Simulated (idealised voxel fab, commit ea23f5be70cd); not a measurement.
The name of this process module is voxel capacitor over wiring.
In the cross-section labelled cut, the width is 245 nm and each square cell is 5 nm.
Reading order for cross-sections: top band down to bottom band. Underlying form: a grid of square cells. Band size: one or more rows of cells.
Band: top and bottom heights (nm) first, top before bottom; then materials from left to right, widths in nm. "everywhere" marks a sole material filling the band edge to edge. "air" denotes empty space.
Zero point of the height axis is 0; under it, received wafer = one material. Lowest band: continues down indefinitely, "top 0, no bottom".
A two-number width, for instance "30->40", indicates that the width is equal to the first number in the top row of the band and to the second number in the bottom row, and that it changes by a constant amount per row of cells.
The designation "identical to before", where it is given for a processing step, indicates that no cell of the cross-section was altered in the course of that step.
"Unvented voids" enumerates empty spaces isolated from the top, with no open way to it, that contain at least 8 cells, giving each as width x height at distance from the left edge, all three in nm.
On each step's line, the part that comes after the settings is the simulator's own comment on the step.
overlay nm, on a step with a mask: how far to the right of its planned place the mask lay; to the left if negative

Listed below are the process steps as planned
- 1: RECEIVE: material Si
- 2: CONFORMAL_DEP: material SiO2, thk nm 15
- 3: CONFORMAL_DEP: material SiN, thk nm 5
- 4: DIRECTIONAL_DEP: material SiO2, thk nm 15
- 5: MASKED_ETCH: tone open, mask id METAL_1, width nm 30, pitch nm 100, etch materials SiO2, depth nm 15, overlay nm 0
- 6: MASKED_ETCH: tone open, mask id METAL_1, width nm 30, pitch nm 100, etch materials SiN, depth nm 5, overlay nm 0
- 7: CONFORMAL_DEP: material TiN, thk nm 5
- 8: FILL_DEP: material W, thk nm 10
- 9: CMP: height nm 35
- 10: EPI: material Ru, thk nm 5
- 11: FILL_DEP: material SiCN, thk nm 5
- 12: DIRECTIONAL_DEP: material SiO2, thk nm 20
- 13: DIRECTIONAL_DEP: material aC, thk nm 15
- 14: PATTERN: tone open, mask id PLUG_1, material resist, width nm 15, thk nm 35, overlay nm 0
- 15: DIRECTIONAL_ETCH: etch materials aC, depth nm 15
- 16: STRIP: etch materials resist
- 17: DIRECTIONAL_ETCH: etch materials SiO2, depth nm 20
- 18: DIRECTIONAL_ETCH: etch materials SiCN, depth nm 5
- 19: STRIP: etch materials aC
- 20: CONFORMAL_DEP: material TiN, thk nm 5
- 21: FILL_DEP: material Ru, thk nm 5
- 22: CMP: height nm 65
- 23: DIRECTIONAL_DEP: material TiN, thk nm 5
- 24: DIRECTIONAL_DEP: material SiN, thk nm 5
- 25: DIRECTIONAL_DEP: material TiN, thk nm 5
- 26: DIRECTIONAL_DEP: material aC, thk nm 15
- 27: PATTERN: tone cover, mask id UPPER_PLATE, material resist, width nm 75, thk nm 30, overlay nm 0
- 28: DIRECTIONAL_ETCH: etch materials aC, depth nm 15
- 29: STRIP: etch materials resist
- 30: DIRECTIONAL_ETCH: etch materials TiN, depth nm 5
- 31: DIRECTIONAL_ETCH: etch materials SiN, depth nm 5
- 32: STRIP: etch materials aC
- 33: DIRECTIONAL_DEP: material aC, thk nm 15
- 34: PATTERN: tone cover, mask id LOWER_PLATE, material resist, width nm 85, thk nm 30, overlay nm 0
- 35: DIRECTIONAL_ETCH: etch materials aC, depth nm 15
- 36: STRIP: etch materials resist
- 37: DIRECTIONAL_ETCH: etch materials TiN, depth nm 5
- 38: STRIP: etch materials aC
- 39: FILL_DEP: material SiO2, thk nm 20
- 40: CMP: height nm 95
- 41: PATTERN: tone open, mask id PLUG_2, material resist, width nm 15, thk nm 20, overlay nm 0
- 42: DIRECTIONAL_ETCH: etch materials SiO2, depth nm 15
- 43: STRIP: etch materials resist
- 44: CONFORMAL_DEP: material TiN, thk nm 5
- 45: FILL_DEP: material Ru, thk nm 10
- 46: CMP: height nm 95
- 47: CONFORMAL_DEP: material SiN, thk nm 5

Wafer cross-section on receipt, i.e. after step 1
    top 0, no bottom  Si everywhere
    Unvented voids: none

End state of the module in cross-section, given the above starting point and plan and one mistake in execution
    top 100, bottom 95  SiN everywhere
    top 95, bottom 85  SiO2: 80, then TiN: 5, then Ru: 5, then TiN: 5, then SiO2: 150
    top 85, bottom 75  SiO2: 80->75, then TiN: 15->70, then SiO2: 150->100
    top 75, bottom 70  SiO2: 75, then SiN: 70, then SiO2: 100
    top 70, bottom 65  SiO2: 65, then TiN: 85, then SiO2: 95
    top 65, bottom 45  SiO2: 70, then TiN: 5, then Ru: 5, then TiN: 5, then SiO2: 160
    top 45, bottom 40  SiCN: 70, then TiN: 15, then SiCN: 160
    top 40, bottom 35  SiCN: 50, then Ru: 40, then SiCN: 60, then Ru: 40, then SiCN: 55
    top 35, bottom 20  SiO2: 55, then TiN: 5, then W: 20, then TiN: 5, then SiO2: 70, then TiN: 5, then W: 20, then TiN: 5, then SiO2: 60
    top 20, bottom 15  SiN: 55, then TiN: 30, then SiN: 70, then TiN: 30, then SiN: 60
    top 15, bottom 0  SiO2 everywhere
    top 0, no bottom  Si everywhere
    Unvented voids: none
Nonconformance to the process plan: note that step 27 departed from the planned setting and was carried out as PATTERN: tone cover, mask id UPPER_PLATE, material resist, width nm 70, thk nm 30, overlay nm 0
